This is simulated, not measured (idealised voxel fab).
Title: Process Module voxel transistor to metal
Pictured: cross-section cut, 210 nm wide, on a grid of 5 nm square cells.
How to read a cross-section here: the picture is a grid of square cells, written as bands going from the top down, and any band can span one or more rows of cells. Top height, bottom height, nm. Materials left to right, width each, nm. Single material + "edge to edge" = fills band edge to edge. "air" = empty. Basically, 0 is our baseline, since under it the wafer straight out of the box is all one material. The bottom band has no lower end and keeps on going down, so it looks like "from 0 down". Think of "30..40" as a width that walks from the first number to the second as you go down the band, top row to bottom row, taking equal-sized steps from row to row. "no change occurred", as given for a step, is the statement that not any cell of the cross-section underwent a change during that step. "Enclosed voids" enumerates empty spaces isolated from the top, with no open way to it, that contain at least 8 cells, giving each as width x height at distance from the left edge, all three in nm. Text after the settings on a step's line: the simulator's own remark on that step. overlay nm: for a step with a mask, the amount by which the mask lay right of where it was planned; a negative amount means left of it.

# The following list gives the planned process steps
step 1: RECEIVE,material Si
step 2: OXIDIZE,depth nm 5
step 3: CONFORMAL_DEP,material SiN,thk nm 15
step 4: DIRECTIONAL_DEP,material aC,thk nm 15
step 5: PATTERN,tone cover,mask id ACTIVE,material resist,width nm 125,thk nm 30,overlay nm 0
step 6: DIRECTIONAL_ETCH,etch materials aC,depth nm 15
step 7: STRIP,etch materials resist
step 8: DIRECTIONAL_ETCH,etch materials SiN,depth nm 15
step 9: DIRECTIONAL_ETCH,etch materials SiO2,depth nm 5
step 10: DIRECTIONAL_ETCH,etch materials Si,depth nm 35
step 11: STRIP,etch materials aC
step 12: FILL_DEP,material SiO2,thk nm 15
step 13: CMP,height nm 15
step 14: SELECTIVE_ETCH,etch materials SiO2,depth nm 5
step 15: STRIP,etch materials SiN
step 16: SELECTIVE_ETCH,etch materials SiO2,depth nm 5
step 17: OXIDIZE,depth nm 5
step 18: DIRECTIONAL_DEP,material polySi,thk nm 20
step 19: DIRECTIONAL_DEP,material SiCN,thk nm 15
step 20: PATTERN,tone cover,mask id GATE,material resist,width nm 35,thk nm 15,overlay nm 0
step 21: DIRECTIONAL_ETCH,etch materials SiCN,depth nm 25
step 22: DIRECTIONAL_ETCH,etch materials polySi,depth nm 30
step 23: STRIP,etch materials resist
step 24: CONFORMAL_DEP,material SiN,thk nm 10
step 25: DIRECTIONAL_ETCH,etch materials SiN,depth nm 10
step 26: DIRECTIONAL_ETCH,etch materials SiO2,depth nm 5
step 27: DIRECTIONAL_ETCH,etch materials Si,depth nm 10
step 28: EPI,material SiGe,thk nm 10
step 29: FILL_DEP,material SiO2,thk nm 10
step 30: CMP,height nm 15
step 31: STRIP,etch materials polySi
step 32: SELECTIVE_ETCH,etch materials SiO2,depth nm 5
step 33: CONFORMAL_DEP,material HfO2,thk nm 5
step 34: CONFORMAL_DEP,material TiN,thk nm 5
step 35: FILL_DEP,material W,thk nm 10
step 36: CMP,height nm 10
step 37: DIRECTIONAL_DEP,material SiO2,thk nm 15
step 38: PATTERN,tone open,mask id CONTACT,material resist,width nm 15,pitch nm 90,thk nm 20,overlay nm 0
step 39: DIRECTIONAL_ETCH,etch materials SiO2,depth nm 35
step 40: STRIP,etch materials resist
step 41: CONFORMAL_DEP,material TiN,thk nm 5
step 42: FILL_DEP,material Ru,thk nm 10
step 43: CMP,height nm 25
step 44: DIRECTIONAL_DEP,material TiN,thk nm 5
step 45: DIRECTIONAL_DEP,material W,thk nm 15
step 46: PATTERN,tone cover,mask id METAL_1,material resist,width nm 15,pitch nm 90,thk nm 15,overlay nm 0
step 47: DIRECTIONAL_ETCH,etch materials W,depth nm 15
step 48: DIRECTIONAL_ETCH,etch materials TiN,depth nm 5
step 49: STRIP,etch materials resist
step 50: FILL_DEP,material lowk,thk nm 5
step 51: CMP,height nm 45
step 52: CONFORMAL_DEP,material SiCN,thk nm 5
step 53: DIRECTIONAL_DEP,material SiO2,thk nm 30
step 54: DIRECTIONAL_DEP,material aC,thk nm 15
step 55: PATTERN,tone open,mask id METAL_2,material resist,width nm 15,pitch nm 90,thk nm 30,overlay nm 0
step 56: DIRECTIONAL_ETCH,etch materials aC,depth nm 15
step 57: STRIP,etch materials resist
step 58: DIRECTIONAL_ETCH,etch materials SiO2,depth nm 15
step 59: STRIP,etch materials aC
step 60: PATTERN,tone open,mask id METAL_2_HOLES,material resist,width nm 15,pitch nm 90,thk nm 20,overlay nm 0
step 61: DIRECTIONAL_ETCH,etch materials SiO2,depth nm 15
step 62: DIRECTIONAL_ETCH,etch materials SiCN,depth nm 5
step 63: STRIP,etch materials resist
step 64: CONFORMAL_DEP,material TiN,thk nm 5
step 65: FILL_DEP,material Ru,thk nm 10
step 66: CMP,height nm 80
step 67: CONFORMAL_DEP,material SiN,thk nm 5

# First wafer, two in total, run as planned

# Step 1 complete: cross-section of the wafer as received
from 0 down: Si edge to edge
Enclosed voids: none

# Presented here is a cross-section of the wafer after step 2 has been performed
from 0 to -5: SiO2 edge to edge
Nothing below the height -5 has changed.

# Presented here is a cross-section of the wafer after step 3 has been performed
from 15 to 0: SiN edge to edge
Nothing below the height 0 has changed.

# Presented here is a cross-section of the wafer after step 4 has been performed
from 30 to 15: aC edge to edge
Nothing below the height 15 has changed.

# Presented here is a cross-section of the wafer after step 5 has been performed
from 60 to 30: air 40, then resist 125, then air 45
Nothing below the height 30 has changed.

# Presented here is a cross-section of the wafer after step 6 has been performed
from 45 to 30: air 40, then resist 125, then air 45
from 30 to 15: air 40, then aC 125, then air 45
Nothing below the height 15 has changed.

# Presented here is a cross-section of the wafer after step 7 has been performed
from 30 to 15: air 40, then aC 125, then air 45
Nothing below the height 15 has changed.

# Presented here is a cross-section of the wafer after step 8 has been performed
from 30 to 15: air 40, then aC 125, then air 45
from 15 to 0: air 40, then SiN 125, then air 45
Nothing below the height 0 has changed.

# Presented here is a cross-section of the wafer after step 9 has been performed
from 30 to 15: air 40, then aC 125, then air 45
from 15 to 0: air 40, then SiN 125, then air 45
from 0 to -5: air 40, then SiO2 125, then air 45
Nothing below the height -5 has changed.

# Presented here is a cross-section of the wafer after step 10 has been performed
from 30 to 15: air 40, then aC 125, then air 45
from 15 to 0: air 40, then SiN 125, then air 45
from 0 to -5: air 40, then SiO2 125, then air 45
from -5 to -40: air 40, then Si 125, then air 45
Nothing below the height -40 has changed.

# Presented here is a cross-section of the wafer after step 11 has been performed
from 15 to 0: air 40, then SiN 125, then air 45
Nothing below the height 0 has changed.

# Presented here is a cross-section of the wafer after step 12 has been performed
from 30 to 15: SiO2 edge to edge
from 15 to 0: SiO2 40, then SiN 125, then SiO2 45
from 0 to -5: SiO2 edge to edge
from -5 to -40: SiO2 40, then Si 125, then SiO2 45
Nothing below the height -40 has changed.

# Presented here is a cross-section of the wafer after step 13 has been performed
from 15 to 0: SiO2 40, then SiN 125, then SiO2 45
Nothing below the height 0 has changed.

# Presented here is a cross-section of the wafer after step 14 has been performed
from 15 to 10: air 40, then SiN 125, then air 45
Nothing below the height 10 has changed.

# Presented here is a cross-section of the wafer after step 15 has been performed
from 10 to 0: SiO2 40, then air 125, then SiO2 45
Nothing below the height 0 has changed.

# Presented here is a cross-section of the wafer after step 16 has been performed
from 5 to -5: SiO2 35, then air 135, then SiO2 40
Nothing below the height -5 has changed.

# Presented here is a cross-section of the wafer after step 17 has been performed
from 5 to -5: SiO2 35, then air 135, then SiO2 40
from -5 to -10: SiO2 edge to edge
Nothing below the height -10 has changed.

# Presented here is a cross-section of the wafer after step 18 has been performed
from 25 to 15: polySi 35, then air 135, then polySi 40
from 15 to 5: polySi edge to edge
from 5 to -5: SiO2 35, then polySi 135, then SiO2 40
Nothing below the height -5 has changed.

# Presented here is a cross-section of the wafer after step 19 has been performed
from 40 to 30: SiCN 35, then air 135, then SiCN 40
from 30 to 25: SiCN edge to edge
from 25 to 15: polySi 35, then SiCN 135, then polySi 40
Nothing below the height 15 has changed.

# Presented here is a cross-section of the wafer after step 20 has been performed
from 55 to 40: air 85, then resist 35, then air 90
from 40 to 30: SiCN 35, then air 50, then resist 35, then air 50, then SiCN 40
Nothing below the height 30 has changed.

# Presented here is a cross-section of the wafer after step 21 has been performed
from 55 to 30: air 85, then resist 35, then air 90
from 30 to 25: air 85, then SiCN 35, then air 90
from 25 to 15: polySi 35, then air 50, then SiCN 35, then air 50, then polySi 40
Nothing below the height 15 has changed.

# Presented here is a cross-section of the wafer after step 22 has been performed
from 55 to 30: air 85, then resist 35, then air 90
from 30 to 15: air 85, then SiCN 35, then air 90
from 15 to 5: air 85, then polySi 35, then air 90
from 5 to -5: SiO2 35, then air 50, then polySi 35, then air 50, then SiO2 40
Nothing below the height -5 has changed.

# Presented here is a cross-section of the wafer after step 23 has been performed
from 30 to 15: air 85, then SiCN 35, then air 90
Nothing below the height 15 has changed.

# Presented here is a cross-section of the wafer after step 24 has been performed
from 40 to 30: air 75, then SiN 55, then air 80
from 30 to 15: air 75, then SiN 10, then SiCN 35, then SiN 10, then air 80
from 15 to 5: SiN 45, then air 30, then SiN 10, then polySi 35, then SiN 10, then air 30, then SiN 50
from 5 to -5: SiO2 35, then SiN 50, then polySi 35, then SiN 50, then SiO2 40
Nothing below the height -5 has changed.

# Presented here is a cross-section of the wafer after step 25 has been performed
from 30 to 15: air 75, then SiN 10, then SiCN 35, then SiN 10, then air 80
from 15 to 5: air 75, then SiN 10, then polySi 35, then SiN 10, then air 80
from 5 to -5: SiO2 35, then SiN 10, then air 30, then SiN 10, then polySi 35, then SiN 10, then air 30, then SiN 10, then SiO2 40
Nothing below the height -5 has changed.

# Presented here is a cross-section of the wafer after step 26 has been performed
from 30 to 15: air 75, then SiN 10, then SiCN 35, then SiN 10, then air 80
from 15 to 5: air 75, then SiN 10, then polySi 35, then SiN 10, then air 80
from 5 to 0: air 35, then SiN 10, then air 30, then SiN 10, then polySi 35, then SiN 10, then air 30, then SiN 10, then air 40
from 0 to -5: SiO2 35, then SiN 10, then air 30, then SiN 10, then polySi 35, then SiN 10, then air 30, then SiN 10, then SiO2 40
from -5 to -10: SiO2 45, then air 30, then SiO2 55, then air 30, then SiO2 50
Nothing below the height -10 has changed.

# Presented here is a cross-section of the wafer after step 27 has been performed
from 30 to 15: air 75, then SiN 10, then SiCN 35, then SiN 10, then air 80
from 15 to 5: air 75, then SiN 10, then polySi 35, then SiN 10, then air 80
from 5 to 0: air 35, then SiN 10, then air 30, then SiN 10, then polySi 35, then SiN 10, then air 30, then SiN 10, then air 40
from 0 to -5: SiO2 35, then SiN 10, then air 30, then SiN 10, then polySi 35, then SiN 10, then air 30, then SiN 10, then SiO2 40
from -5 to -10: SiO2 45, then air 30, then SiO2 55, then air 30, then SiO2 50
from -10 to -20: SiO2 40, then Si 5, then air 30, then Si 55, then air 30, then Si 5, then SiO2 45
Nothing below the height -20 has changed.

# Presented here is a cross-section of the wafer after step 28 has been performed
from 30 to 15: air 75, then SiN 10, then SiCN 35, then SiN 10, then air 80
from 15 to 5: air 75, then SiN 10, then polySi 35, then SiN 10, then air 80
from 5 to 0: air 35, then SiN 10, then air 30, then SiN 10, then polySi 35, then SiN 10, then air 30, then SiN 10, then air 40
from 0 to -5: SiO2 35, then SiN 10, then SiGe 10, then air 10, then SiGe 10, then SiN 10, then polySi 35, then SiN 10, then SiGe 10, then air 10, then SiGe 10, then SiN 10, then SiO2 40
from -5 to -10: SiO2 45, then SiGe 10, then air 10, then SiGe 10, then SiO2 55, then SiGe 10, then air 10, then SiGe 10, then SiO2 50
from -10 to -20: SiO2 40, then Si 5, then SiGe 30, then Si 55, then SiGe 30, then Si 5, then SiO2 45
Nothing below the height -20 has changed.

# Presented here is a cross-section of the wafer after step 29 has been performed
from 40 to 30: SiO2 edge to edge
from 30 to 15: SiO2 75, then SiN 10, then SiCN 35, then SiN 10, then SiO2 80
from 15 to 5: SiO2 75, then SiN 10, then polySi 35, then SiN 10, then SiO2 80
from 5 to 0: SiO2 35, then SiN 10, then SiO2 30, then SiN 10, then polySi 35, then SiN 10, then SiO2 30, then SiN 10, then SiO2 40
from 0 to -5: SiO2 35, then SiN 10, then SiGe 10, then SiO2 10, then SiGe 10, then SiN 10, then polySi 35, then SiN 10, then SiGe 10, then SiO2 10, then SiGe 10, then SiN 10, then SiO2 40
from -5 to -10: SiO2 45, then SiGe 10, then SiO2 10, then SiGe 10, then SiO2 55, then SiGe 10, then SiO2 10, then SiGe 10, then SiO2 50
Nothing below the height -10 has changed.

# Presented here is a cross-section of the wafer after step 30 has been performed
from 15 to 5: SiO2 75, then SiN 10, then polySi 35, then SiN 10, then SiO2 80
Nothing below the height 5 has changed.

# Presented here is a cross-section of the wafer after step 31 has been performed
from 15 to 5: SiO2 75, then SiN 10, then air 35, then SiN 10, then SiO2 80
from 5 to 0: SiO2 35, then SiN 10, then SiO2 30, then SiN 10, then air 35, then SiN 10, then SiO2 30, then SiN 10, then SiO2 40
from 0 to -5: SiO2 35, then SiN 10, then SiGe 10, then SiO2 10, then SiGe 10, then SiN 10, then air 35, then SiN 10, then SiGe 10, then SiO2 10, then SiGe 10, then SiN 10, then SiO2 40
Nothing below the height -5 has changed.

# Presented here is a cross-section of the wafer after step 32 has been performed
from 15 to 10: air 75, then SiN 10, then air 35, then SiN 10, then air 80
from 10 to 5: SiO2 75, then SiN 10, then air 35, then SiN 10, then SiO2 80
from 5 to 0: SiO2 35, then SiN 10, then SiO2 30, then SiN 10, then air 35, then SiN 10, then SiO2 30, then SiN 10, then SiO2 40
from 0 to -5: SiO2 35, then SiN 10, then SiGe 10, then SiO2 10, then SiGe 10, then SiN 10, then air 35, then SiN 10, then SiGe 10, then SiO2 10, then SiGe 10, then SiN 10, then SiO2 40
from -5 to -10: SiO2 45, then SiGe 10, then SiO2 10, then SiGe 10, then SiO2 5, then air 45, then SiO2 5, then SiGe 10, then SiO2 10, then SiGe 10, then SiO2 50
Nothing below the height -10 has changed.

# Presented here is a cross-section of the wafer after step 33 has been performed
from 20 to 15: air 70, then HfO2 20, then air 25, then HfO2 20, then air 75
from 15 to 10: HfO2 75, then SiN 10, then HfO2 5, then air 25, then HfO2 5, then SiN 10, then HfO2 80
from 10 to 5: SiO2 75, then SiN 10, then HfO2 5, then air 25, then HfO2 5, then SiN 10, then SiO2 80
from 5 to 0: SiO2 35, then SiN 10, then SiO2 30, then SiN 10, then HfO2 5, then air 25, then HfO2 5, then SiN 10, then SiO2 30, then SiN 10, then SiO2 40
from 0 to -5: SiO2 35, then SiN 10, then SiGe 10, then SiO2 10, then SiGe 10, then SiN 10, then HfO2 5, then air 25, then HfO2 5, then SiN 10, then SiGe 10, then SiO2 10, then SiGe 10, then SiN 10, then SiO2 40
from -5 to -10: SiO2 45, then SiGe 10, then SiO2 10, then SiGe 10, then SiO2 5, then HfO2 45, then SiO2 5, then SiGe 10, then SiO2 10, then SiGe 10, then SiO2 50
Nothing below the height -10 has changed.

# Presented here is a cross-section of the wafer after step 34 has been performed
from 25 to 20: air 65, then TiN 30, then air 15, then TiN 30, then air 70
from 20 to 15: TiN 70, then HfO2 20, then TiN 5, then air 15, then TiN 5, then HfO2 20, then TiN 75
from 15 to 10: HfO2 75, then SiN 10, then HfO2 5, then TiN 5, then air 15, then TiN 5, then HfO2 5, then SiN 10, then HfO2 80
from 10 to 5: SiO2 75, then SiN 10, then HfO2 5, then TiN 5, then air 15, then TiN 5, then HfO2 5, then SiN 10, then SiO2 80
from 5 to 0: SiO2 35, then SiN 10, then SiO2 30, then SiN 10, then HfO2 5, then TiN 5, then air 15, then TiN 5, then HfO2 5, then SiN 10, then SiO2 30, then SiN 10, then SiO2 40
from 0 to -5: SiO2 35, then SiN 10, then SiGe 10, then SiO2 10, then SiGe 10, then SiN 10, then HfO2 5, then TiN 25, then HfO2 5, then SiN 10, then SiGe 10, then SiO2 10, then SiGe 10, then SiN 10, then SiO2 40
Nothing below the height -5 has changed.

# Presented here is a cross-section of the wafer after step 35 has been performed
from 35 to 25: W edge to edge
from 25 to 20: W 65, then TiN 30, then W 15, then TiN 30, then W 70
from 20 to 15: TiN 70, then HfO2 20, then TiN 5, then W 15, then TiN 5, then HfO2 20, then TiN 75
from 15 to 10: HfO2 75, then SiN 10, then HfO2 5, then TiN 5, then W 15, then TiN 5, then HfO2 5, then SiN 10, then HfO2 80
from 10 to 5: SiO2 75, then SiN 10, then HfO2 5, then TiN 5, then W 15, then TiN 5, then HfO2 5, then SiN 10, then SiO2 80
from 5 to 0: SiO2 35, then SiN 10, then SiO2 30, then SiN 10, then HfO2 5, then TiN 5, then W 15, then TiN 5, then HfO2 5, then SiN 10, then SiO2 30, then SiN 10, then SiO2 40
Nothing below the height 0 has changed.

# Presented here is a cross-section of the wafer after step 36 has been performed
from 10 to 5: SiO2 75, then SiN 10, then HfO2 5, then TiN 5, then W 15, then TiN 5, then HfO2 5, then SiN 10, then SiO2 80
Nothing below the height 5 has changed.

# Presented here is a cross-section of the wafer after step 37 has been performed
from 25 to 10: SiO2 edge to edge
Nothing below the height 10 has changed.

# Presented here is a cross-section of the wafer after step 38 has been performed
from 45 to 25: resist 50, then air 15, then resist 75, then air 15, then resist 55
Nothing below the height 25 has changed.

# Presented here is a cross-section of the wafer after step 39 has been performed
from 45 to 25: resist 50, then air 15, then resist 75, then air 15, then resist 55
from 25 to 10: SiO2 50, then air 15, then SiO2 75, then air 15, then SiO2 55
from 10 to 5: SiO2 50, then air 15, then SiO2 10, then SiN 10, then HfO2 5, then TiN 5, then W 15, then TiN 5, then HfO2 5, then SiN 10, then SiO2 10, then air 15, then SiO2 55
from 5 to 0: SiO2 35, then SiN 10, then SiO2 5, then air 15, then SiO2 10, then SiN 10, then HfO2 5, then TiN 5, then W 15, then TiN 5, then HfO2 5, then SiN 10, then SiO2 10, then air 15, then SiO2 5, then SiN 10, then SiO2 40
from 0 to -5: SiO2 35, then SiN 10, then SiGe 10, then air 10, then SiGe 10, then SiN 10, then HfO2 5, then TiN 25, then HfO2 5, then SiN 10, then SiGe 10, then air 10, then SiGe 10, then SiN 10, then SiO2 40
from -5 to -10: SiO2 45, then SiGe 10, then air 10, then SiGe 10, then SiO2 5, then HfO2 45, then SiO2 5, then SiGe 10, then air 10, then SiGe 10, then SiO2 50
Nothing below the height -10 has changed.

# Presented here is a cross-section of the wafer after step 40 has been performed
from 25 to 10: SiO2 50, then air 15, then SiO2 75, then air 15, then SiO2 55
Nothing below the height 10 has changed.

# Presented here is a cross-section of the wafer after step 41 has been performed
from 30 to 25: TiN 55, then air 5, then TiN 85, then air 5, then TiN 60
from 25 to 10: SiO2 50, then TiN 5, then air 5, then TiN 5, then SiO2 75, then TiN 5, then air 5, then TiN 5, then SiO2 55
from 10 to 5: SiO2 50, then TiN 5, then air 5, then TiN 5, then SiO2 10, then SiN 10, then HfO2 5, then TiN 5, then W 15, then TiN 5, then HfO2 5, then SiN 10, then SiO2 10, then TiN 5, then air 5, then TiN 5, then SiO2 55
from 5 to 0: SiO2 35, then SiN 10, then SiO2 5, then TiN 15, then SiO2 10, then SiN 10, then HfO2 5, then TiN 5, then W 15, then TiN 5, then HfO2 5, then SiN 10, then SiO2 10, then TiN 15, then SiO2 5, then SiN 10, then SiO2 40
from 0 to -5: SiO2 35, then SiN 10, then SiGe 10, then TiN 10, then SiGe 10, then SiN 10, then HfO2 5, then TiN 25, then HfO2 5, then SiN 10, then SiGe 10, then TiN 10, then SiGe 10, then SiN 10, then SiO2 40
from -5 to -10: SiO2 45, then SiGe 10, then TiN 10, then SiGe 10, then SiO2 5, then HfO2 45, then SiO2 5, then SiGe 10, then TiN 10, then SiGe 10, then SiO2 50
Nothing below the height -10 has changed.

# Presented here is a cross-section of the wafer after step 42 has been performed
from 40 to 30: Ru edge to edge
from 30 to 25: TiN 55, then Ru 5, then TiN 85, then Ru 5, then TiN 60
from 25 to 10: SiO2 50, then TiN 5, then Ru 5, then TiN 5, then SiO2 75, then TiN 5, then Ru 5, then TiN 5, then SiO2 55
from 10 to 5: SiO2 50, then TiN 5, then Ru 5, then TiN 5, then SiO2 10, then SiN 10, then HfO2 5, then TiN 5, then W 15, then TiN 5, then HfO2 5, then SiN 10, then SiO2 10, then TiN 5, then Ru 5, then TiN 5, then SiO2 55
Nothing below the height 5 has changed.

# Presented here is a cross-section of the wafer after step 43 has been performed
from 25 to 10: SiO2 50, then TiN 5, then Ru 5, then TiN 5, then SiO2 75, then TiN 5, then Ru 5, then TiN 5, then SiO2 55
Nothing below the height 10 has changed.

# Presented here is a cross-section of the wafer after step 44 has been performed
from 30 to 25: TiN edge to edge
Nothing below the height 25 has changed.

# Presented here is a cross-section of the wafer after step 45 has been performed
from 45 to 30: W edge to edge
Nothing below the height 30 has changed.

# Presented here is a cross-section of the wafer after step 46 has been performed
from 60 to 45: air 50, then resist 15, then air 75, then resist 15, then air 55
Nothing below the height 45 has changed.

# Presented here is a cross-section of the wafer after step 47 has been performed
from 60 to 45: air 50, then resist 15, then air 75, then resist 15, then air 55
from 45 to 30: air 50, then W 15, then air 75, then W 15, then air 55
Nothing below the height 30 has changed.

# Presented here is a cross-section of the wafer after step 48 has been performed
from 60 to 45: air 50, then resist 15, then air 75, then resist 15, then air 55
from 45 to 30: air 50, then W 15, then air 75, then W 15, then air 55
from 30 to 25: air 50, then TiN 15, then air 75, then TiN 15, then air 55
Nothing below the height 25 has changed.

# Presented here is a cross-section of the wafer after step 49 has been performed
from 45 to 30: air 50, then W 15, then air 75, then W 15, then air 55
Nothing below the height 30 has changed.

# Presented here is a cross-section of the wafer after step 50 has been performed
from 50 to 45: lowk edge to edge
from 45 to 30: lowk 50, then W 15, then lowk 75, then W 15, then lowk 55
from 30 to 25: lowk 50, then TiN 15, then lowk 75, then TiN 15, then lowk 55
Nothing below the height 25 has changed.

# Presented here is a cross-section of the wafer after step 51 has been performed
from 45 to 30: lowk 50, then W 15, then lowk 75, then W 15, then lowk 55
Nothing below the height 30 has changed.

# Presented here is a cross-section of the wafer after step 52 has been performed
from 50 to 45: SiCN edge to edge
Nothing below the height 45 has changed.

# Presented here is a cross-section of the wafer after step 53 has been performed
from 80 to 50: SiO2 edge to edge
Nothing below the height 50 has changed.

# Presented here is a cross-section of the wafer after step 54 has been performed
from 95 to 80: aC edge to edge
Nothing below the height 80 has changed.

# Presented here is a cross-section of the wafer after step 55 has been performed
from 125 to 95: resist 50, then air 15, then resist 75, then air 15, then resist 55
Nothing below the height 95 has changed.

# Presented here is a cross-section of the wafer after step 56 has been performed
from 110 to 95: resist 50, then air 15, then resist 75, then air 15, then resist 55
from 95 to 80: aC 50, then air 15, then aC 75, then air 15, then aC 55
Nothing below the height 80 has changed.

# Presented here is a cross-section of the wafer after step 57 has been performed
from 95 to 80: aC 50, then air 15, then aC 75, then air 15, then aC 55
Nothing below the height 80 has changed.

# Presented here is a cross-section of the wafer after step 58 has been performed
from 95 to 80: aC 50, then air 15, then aC 75, then air 15, then aC 55
from 80 to 65: SiO2 50, then air 15, then SiO2 75, then air 15, then SiO2 55
Nothing below the height 65 has changed.

# Presented here is a cross-section of the wafer after step 59 has been performed
from 80 to 65: SiO2 50, then air 15, then SiO2 75, then air 15, then SiO2 55
Nothing below the height 65 has changed.

# Presented here is a cross-section of the wafer after step 60 has been performed
from 100 to 80: resist 50, then air 15, then resist 75, then air 15, then resist 55
Nothing below the height 80 has changed.

# Presented here is a cross-section of the wafer after step 61 has been performed
from 100 to 80: resist 50, then air 15, then resist 75, then air 15, then resist 55
from 80 to 50: SiO2 50, then air 15, then SiO2 75, then air 15, then SiO2 55
Nothing below the height 50 has changed.

# Presented here is a cross-section of the wafer after step 62 has been performed
from 100 to 80: resist 50, then air 15, then resist 75, then air 15, then resist 55
from 80 to 50: SiO2 50, then air 15, then SiO2 75, then air 15, then SiO2 55
from 50 to 45: SiCN 50, then air 15, then SiCN 75, then air 15, then SiCN 55
Nothing below the height 45 has changed.

# Presented here is a cross-section of the wafer after step 63 has been performed
from 80 to 50: SiO2 50, then air 15, then SiO2 75, then air 15, then SiO2 55
Nothing below the height 50 has changed.

# Presented here is a cross-section of the wafer after step 64 has been performed
from 85 to 80: TiN 55, then air 5, then TiN 85, then air 5, then TiN 60
from 80 to 50: SiO2 50, then TiN 5, then air 5, then TiN 5, then SiO2 75, then TiN 5, then air 5, then TiN 5, then SiO2 55
from 50 to 45: SiCN 50, then TiN 15, then SiCN 75, then TiN 15, then SiCN 55
Nothing below the height 45 has changed.

# Presented here is a cross-section of the wafer after step 65 has been performed
from 95 to 85: Ru edge to edge
from 85 to 80: TiN 55, then Ru 5, then TiN 85, then Ru 5, then TiN 60
from 80 to 50: SiO2 50, then TiN 5, then Ru 5, then TiN 5, then SiO2 75, then TiN 5, then Ru 5, then TiN 5, then SiO2 55
Nothing below the height 50 has changed.

# Presented here is a cross-section of the wafer after step 66 has been performed
from 80 to 50: SiO2 50, then TiN 5, then Ru 5, then TiN 5, then SiO2 75, then TiN 5, then Ru 5, then TiN 5, then SiO2 55
Nothing below the height 50 has changed.

# Presented here is a cross-section of the wafer after step 67 has been performed
from 85 to 80: SiN edge to edge
Nothing below the height 80 has changed.

# Second wafer - shared start and plan with the first - one error in running - same as the first up to step 45 inclusive

# Cross-section: second wafer, time at which step 46 was scheduled to end
from 60 to 45: air 60, then resist 15, then air 75, then resist 15, then air 45
Nothing below the height 45 has changed.

# Cross-section: second wafer, time at which step 47 was scheduled to end
from 60 to 45: air 60, then resist 15, then air 75, then resist 15, then air 45
from 45 to 30: air 60, then W 15, then air 75, then W 15, then air 45
Nothing below the height 30 has changed.

# Cross-section: second wafer, time at which step 48 was scheduled to end
from 60 to 45: air 60, then resist 15, then air 75, then resist 15, then air 45
from 45 to 30: air 60, then W 15, then air 75, then W 15, then air 45
from 30 to 25: air 60, then TiN 15, then air 75, then TiN 15, then air 45
Nothing below the height 25 has changed.

# Cross-section: second wafer, time at which step 49 was scheduled to end
from 45 to 30: air 60, then W 15, then air 75, then W 15, then air 45
Nothing below the height 30 has changed.

# Cross-section: second wafer, time at which step 50 was scheduled to end
from 50 to 45: lowk edge to edge
from 45 to 30: lowk 60, then W 15, then lowk 75, then W 15, then lowk 45
from 30 to 25: lowk 60, then TiN 15, then lowk 75, then TiN 15, then lowk 45
Nothing below the height 25 has changed.

# Cross-section: second wafer, time at which step 51 was scheduled to end
from 45 to 30: lowk 60, then W 15, then lowk 75, then W 15, then lowk 45
Nothing below the height 30 has changed.

# Cross-section: second wafer, time at which step 52 was scheduled to end
from 50 to 45: SiCN edge to edge
Nothing below the height 45 has changed.

# Cross-section: second wafer, time at which step 53 was scheduled to end
from 80 to 50: SiO2 edge to edge
Nothing below the height 50 has changed.

# Cross-section: second wafer, time at which step 54 was scheduled to end
from 95 to 80: aC edge to edge
Nothing below the height 80 has changed.

# Cross-section: second wafer, time at which step 55 was scheduled to end
from 125 to 95: resist 50, then air 15, then resist 75, then air 15, then resist 55
Nothing below the height 95 has changed.

# Cross-section: second wafer, time at which step 56 was scheduled to end
from 110 to 95: resist 50, then air 15, then resist 75, then air 15, then resist 55
from 95 to 80: aC 50, then air 15, then aC 75, then air 15, then aC 55
Nothing below the height 80 has changed.

# Cross-section: second wafer, time at which step 57 was scheduled to end
from 95 to 80: aC 50, then air 15, then aC 75, then air 15, then aC 55
Nothing below the height 80 has changed.

# Cross-section: second wafer, time at which step 58 was scheduled to end
from 95 to 80: aC 50, then air 15, then aC 75, then air 15, then aC 55
from 80 to 65: SiO2 50, then air 15, then SiO2 75, then air 15, then SiO2 55
Nothing below the height 65 has changed.

# Cross-section: second wafer, time at which step 59 was scheduled to end
from 80 to 65: SiO2 50, then air 15, then SiO2 75, then air 15, then SiO2 55
Nothing below the height 65 has changed.

# Cross-section: second wafer, time at which step 60 was scheduled to end
from 100 to 80: resist 50, then air 15, then resist 75, then air 15, then resist 55
Nothing below the height 80 has changed.

# Cross-section: second wafer, time at which step 61 was scheduled to end
from 100 to 80: resist 50, then air 15, then resist 75, then air 15, then resist 55
from 80 to 50: SiO2 50, then air 15, then SiO2 75, then air 15, then SiO2 55
Nothing below the height 50 has changed.

# Cross-section: second wafer, time at which step 62 was scheduled to end
from 100 to 80: resist 50, then air 15, then resist 75, then air 15, then resist 55
from 80 to 50: SiO2 50, then air 15, then SiO2 75, then air 15, then SiO2 55
from 50 to 45: SiCN 50, then air 15, then SiCN 75, then air 15, then SiCN 55
Nothing below the height 45 has changed.

# Cross-section: second wafer, time at which step 63 was scheduled to end
from 80 to 50: SiO2 50, then air 15, then SiO2 75, then air 15, then SiO2 55
Nothing below the height 50 has changed.

# Cross-section: second wafer, time at which step 64 was scheduled to end
from 85 to 80: TiN 55, then air 5, then TiN 85, then air 5, then TiN 60
from 80 to 50: SiO2 50, then TiN 5, then air 5, then TiN 5, then SiO2 75, then TiN 5, then air 5, then TiN 5, then SiO2 55
from 50 to 45: SiCN 50, then TiN 15, then SiCN 75, then TiN 15, then SiCN 55
Nothing below the height 45 has changed.

# Cross-section: second wafer, time at which step 65 was scheduled to end
from 95 to 85: Ru edge to edge
from 85 to 80: TiN 55, then Ru 5, then TiN 85, then Ru 5, then TiN 60
from 80 to 50: SiO2 50, then TiN 5, then Ru 5, then TiN 5, then SiO2 75, then TiN 5, then Ru 5, then TiN 5, then SiO2 55
Nothing below the height 50 has changed.

# Cross-section: second wafer, time at which step 66 was scheduled to end
from 80 to 50: SiO2 50, then TiN 5, then Ru 5, then TiN 5, then SiO2 75, then TiN 5, then Ru 5, then TiN 5, then SiO2 55
Nothing below the height 50 has changed.

# Cross-section: second wafer, time at which step 67 was scheduled to end
from 85 to 80: SiN edge to edge
Nothing below the height 80 has changed.
It is concluded that the wafer was processed incorrectly with respect to the plan, in that in deviation from the planned setting, step 46 was conducted as PATTERN,tone cover,mask id METAL_1,material resist,width nm 15,pitch nm 90,thk nm 15,overlay nm 10
At the end, each material covers as many cells on the second wafer as it does on the first, though the cells it covers are elsewhere.
